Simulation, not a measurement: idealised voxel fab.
process module | voxel capacitor over wiring
cross-section cut | 200 nm wide | cells 5 nm
A cross-section is a grid of square cells, given in bands from the top down. A band is one or more rows of cells.
Each band's line starts with the height of the band's top and of its bottom, in nm. Then come its materials from left to right, each with its width in nm. One material with "throughout" fills the band from edge to edge. "air" is empty space.
Height 0 is the level under which the wafer as received is all one material. The lowest band goes on downwards, as in "0 down".
A width such as "30 to 40" changes by the same amount from each row of cells to the next, from the band's top row to its bottom row.
"no change" after a step means that no cell of the cross-section changed.
closed voids: empty space of 8 cells or more with no open way to the top, each as width x height at its distance from the left edge, in nm
after a step's settings: what the simulator itself notes on the step
overlay nm, on a step with a mask: how far to the right of its planned place the mask lay; to the left if negative
plan
1 op RECEIVE | material Si
2 op CONFORMAL_DEP | material SiO2 | thk nm 15
3 op DIRECTIONAL_DEP | material TiN | thk nm 5
4 op DIRECTIONAL_DEP | material W | thk nm 25
5 op MASKED_ETCH | tone cover | mask id METAL_1 | width nm 20 | pitch nm 90 | etch materials W | depth nm 25 | overlay nm 0
6 op MASKED_ETCH | tone cover | mask id METAL_1 | width nm 20 | pitch nm 90 | etch materials TiN | depth nm 5 | overlay nm 0
7 op FILL_DEP | material SiO2 | thk nm 10
8 op CMP | height nm 45
9 op CONFORMAL_DEP | material SiCN | thk nm 5
10 op DIRECTIONAL_DEP | material SiO2 | thk nm 20
11 op DIRECTIONAL_DEP | material aC | thk nm 10
12 op PATTERN | tone open | mask id PLUG_1 | material resist | width nm 15 | thk nm 25 | overlay nm 0
13 op DIRECTIONAL_ETCH | etch materials aC | depth nm 10
14 op STRIP | etch materials resist
15 op DIRECTIONAL_ETCH | etch materials SiO2 | depth nm 20
16 op DIRECTIONAL_ETCH | etch materials SiCN | depth nm 5
17 op STRIP | etch materials aC
18 op CONFORMAL_DEP | material TiN | thk nm 5
19 op FILL_DEP | material W | thk nm 5
20 op CMP | height nm 70
21 op DIRECTIONAL_DEP | material TiN | thk nm 10
22 op DIRECTIONAL_DEP | material HfO2 | thk nm 5
23 op DIRECTIONAL_DEP | material TiN | thk nm 5
24 op DIRECTIONAL_DEP | material aC | thk nm 15
25 op PATTERN | tone cover | mask id UPPER_PLATE | material resist | width nm 75 | thk nm 30 | overlay nm 0
26 op DIRECTIONAL_ETCH | etch materials aC | depth nm 15
27 op STRIP | etch materials resist
28 op DIRECTIONAL_ETCH | etch materials TiN | depth nm 5
29 op DIRECTIONAL_ETCH | etch materials HfO2 | depth nm 5
30 op STRIP | etch materials aC
31 op PATTERN | tone cover | mask id LOWER_PLATE | material resist | width nm 85 | thk nm 20 | overlay nm 0
32 op DIRECTIONAL_ETCH | etch materials TiN | depth nm 10
33 op STRIP | etch materials resist
34 op FILL_DEP | material SiO2 | thk nm 20
35 op CMP | height nm 105
36 op DIRECTIONAL_DEP | material aC | thk nm 15
37 op PATTERN | tone open | mask id PLUG_2 | material resist | width nm 15 | thk nm 35 | overlay nm 0
38 op DIRECTIONAL_ETCH | etch materials aC | depth nm 15
39 op STRIP | etch materials resist
40 op DIRECTIONAL_ETCH | etch materials SiO2 | depth nm 15
41 op STRIP | etch materials aC
42 op CONFORMAL_DEP | material TiN | thk nm 5
43 op FILL_DEP | material Cu | thk nm 5
44 op CMP | height nm 105
45 op CONFORMAL_DEP | material SiN | thk nm 5
first wafer, as planned
as received, after step 1
  0 down: Si throughout
  closed voids: none
after step 2
  15 to 0: SiO2 throughout
  below 0: unchanged
after step 3
  20 to 15: TiN throughout
  below 15: unchanged
after step 4
  45 to 20: W throughout
  below 20: unchanged
after step 5
  45 to 20: air 45 | W 20 | air 70 | W 20 | air 45
  below 20: unchanged
after step 6
  45 to 20: air 45 | W 20 | air 70 | W 20 | air 45
  20 to 15: air 45 | TiN 20 | air 70 | TiN 20 | air 45
  below 15: unchanged
after step 7
  55 to 45: SiO2 throughout
  45 to 20: SiO2 45 | W 20 | SiO2 70 | W 20 | SiO2 45
  20 to 15: SiO2 45 | TiN 20 | SiO2 70 | TiN 20 | SiO2 45
  below 15: unchanged
after step 8
  45 to 20: SiO2 45 | W 20 | SiO2 70 | W 20 | SiO2 45
  below 20: unchanged
after step 9
  50 to 45: SiCN throughout
  below 45: unchanged
after step 10
  70 to 50: SiO2 throughout
  below 50: unchanged
after step 11
  80 to 70: aC throughout
  below 70: unchanged
after step 12
  105 to 80: resist 50 | air 15 | resist 135
  below 80: unchanged
after step 13
  95 to 80: resist 50 | air 15 | resist 135
  80 to 70: aC 50 | air 15 | aC 135
  below 70: unchanged
after step 14
  80 to 70: aC 50 | air 15 | aC 135
  below 70: unchanged
after step 15
  80 to 70: aC 50 | air 15 | aC 135
  70 to 50: SiO2 50 | air 15 | SiO2 135
  below 50: unchanged
after step 16
  80 to 70: aC 50 | air 15 | aC 135
  70 to 50: SiO2 50 | air 15 | SiO2 135
  50 to 45: SiCN 50 | air 15 | SiCN 135
  below 45: unchanged
after step 17
  70 to 50: SiO2 50 | air 15 | SiO2 135
  below 50: unchanged
after step 18
  75 to 70: TiN 55 | air 5 | TiN 140
  70 to 50: SiO2 50 | TiN 5 | air 5 | TiN 5 | SiO2 135
  50 to 45: SiCN 50 | TiN 15 | SiCN 135
  below 45: unchanged
after step 19
  80 to 75: W throughout
  75 to 70: TiN 55 | W 5 | TiN 140
  70 to 50: SiO2 50 | TiN 5 | W 5 | TiN 5 | SiO2 135
  below 50: unchanged
after step 20
  70 to 50: SiO2 50 | TiN 5 | W 5 | TiN 5 | SiO2 135
  below 50: unchanged
after step 21
  80 to 70: TiN throughout
  below 70: unchanged
after step 22
  85 to 80: HfO2 throughout
  below 80: unchanged
after step 23
  90 to 85: TiN throughout
  below 85: unchanged
after step 24
  105 to 90: aC throughout
  below 90: unchanged
after step 25
  135 to 105: air 50 | resist 75 | air 75
  below 105: unchanged
after step 26
  120 to 105: air 50 | resist 75 | air 75
  105 to 90: air 50 | aC 75 | air 75
  below 90: unchanged
after step 27
  105 to 90: air 50 | aC 75 | air 75
  below 90: unchanged
after step 28
  105 to 90: air 50 | aC 75 | air 75
  90 to 85: air 50 | TiN 75 | air 75
  below 85: unchanged
after step 29
  105 to 90: air 50 | aC 75 | air 75
  90 to 85: air 50 | TiN 75 | air 75
  85 to 80: air 50 | HfO2 75 | air 75
  below 80: unchanged
after step 30
  90 to 85: air 50 | TiN 75 | air 75
  below 85: unchanged
after step 31
  110 to 90: air 45 | resist 85 | air 70
  90 to 85: air 45 | resist 5 | TiN 75 | resist 5 | air 70
  85 to 80: air 45 | resist 5 | HfO2 75 | resist 5 | air 70
  below 80: unchanged
after step 32
  110 to 90: air 45 | resist 85 | air 70
  90 to 85: air 45 | resist 5 | TiN 75 | resist 5 | air 70
  85 to 80: air 45 | resist 5 | HfO2 75 | resist 5 | air 70
  80 to 70: air 45 | TiN 85 | air 70
  below 70: unchanged
after step 33
  90 to 85: air 50 | TiN 75 | air 75
  85 to 80: air 50 | HfO2 75 | air 75
  below 80: unchanged
after step 34
  110 to 90: SiO2 throughout
  90 to 85: SiO2 50 | TiN 75 | SiO2 75
  85 to 80: SiO2 50 | HfO2 75 | SiO2 75
  80 to 70: SiO2 45 | TiN 85 | SiO2 70
  below 70: unchanged
after step 35
  105 to 90: SiO2 throughout
  below 90: unchanged
after step 36
  120 to 105: aC throughout
  below 105: unchanged
after step 37
  155 to 120: resist 60 | air 15 | resist 125
  below 120: unchanged
after step 38
  140 to 120: resist 60 | air 15 | resist 125
  120 to 105: aC 60 | air 15 | aC 125
  below 105: unchanged
after step 39
  120 to 105: aC 60 | air 15 | aC 125
  below 105: unchanged
after step 40
  120 to 105: aC 60 | air 15 | aC 125
  105 to 90: SiO2 60 | air 15 | SiO2 125
  below 90: unchanged
after step 41
  105 to 90: SiO2 60 | air 15 | SiO2 125
  below 90: unchanged
after step 42
  110 to 105: TiN 65 | air 5 | TiN 130
  105 to 95: SiO2 60 | TiN 5 | air 5 | TiN 5 | SiO2 125
  95 to 85: SiO2 60 to 50 | TiN 15 to 75 | SiO2 125 to 75
  below 85: unchanged
after step 43
  115 to 110: Cu throughout
  110 to 105: TiN 65 | Cu 5 | TiN 130
  105 to 95: SiO2 60 | TiN 5 | Cu 5 | TiN 5 | SiO2 125
  below 95: unchanged
after step 44
  105 to 95: SiO2 60 | TiN 5 | Cu 5 | TiN 5 | SiO2 125
  below 95: unchanged
after step 45
  110 to 105: SiN throughout
  below 105: unchanged
second wafer: like start, like plan, one mistake. Through step 42 it matches the first wafer
when step 43 should have ended
  115 to 110: SiN throughout
  110 to 105: TiN 65 | SiN 5 | TiN 130
  105 to 95: SiO2 60 | TiN 5 | SiN 5 | TiN 5 | SiO2 125
  below 95: unchanged
when step 44 should have ended
  105 to 95: SiO2 60 | TiN 5 | SiN 5 | TiN 5 | SiO2 125
  below 95: unchanged
when step 45 should have ended
  110 to 105: SiN throughout
  below 105: unchanged
what went wrong: step 43 ran as: op FILL_DEP | material SiN | thk nm 5
at the end the second wafer has, in cells: 2 fewer of Cu | 2 more of SiN
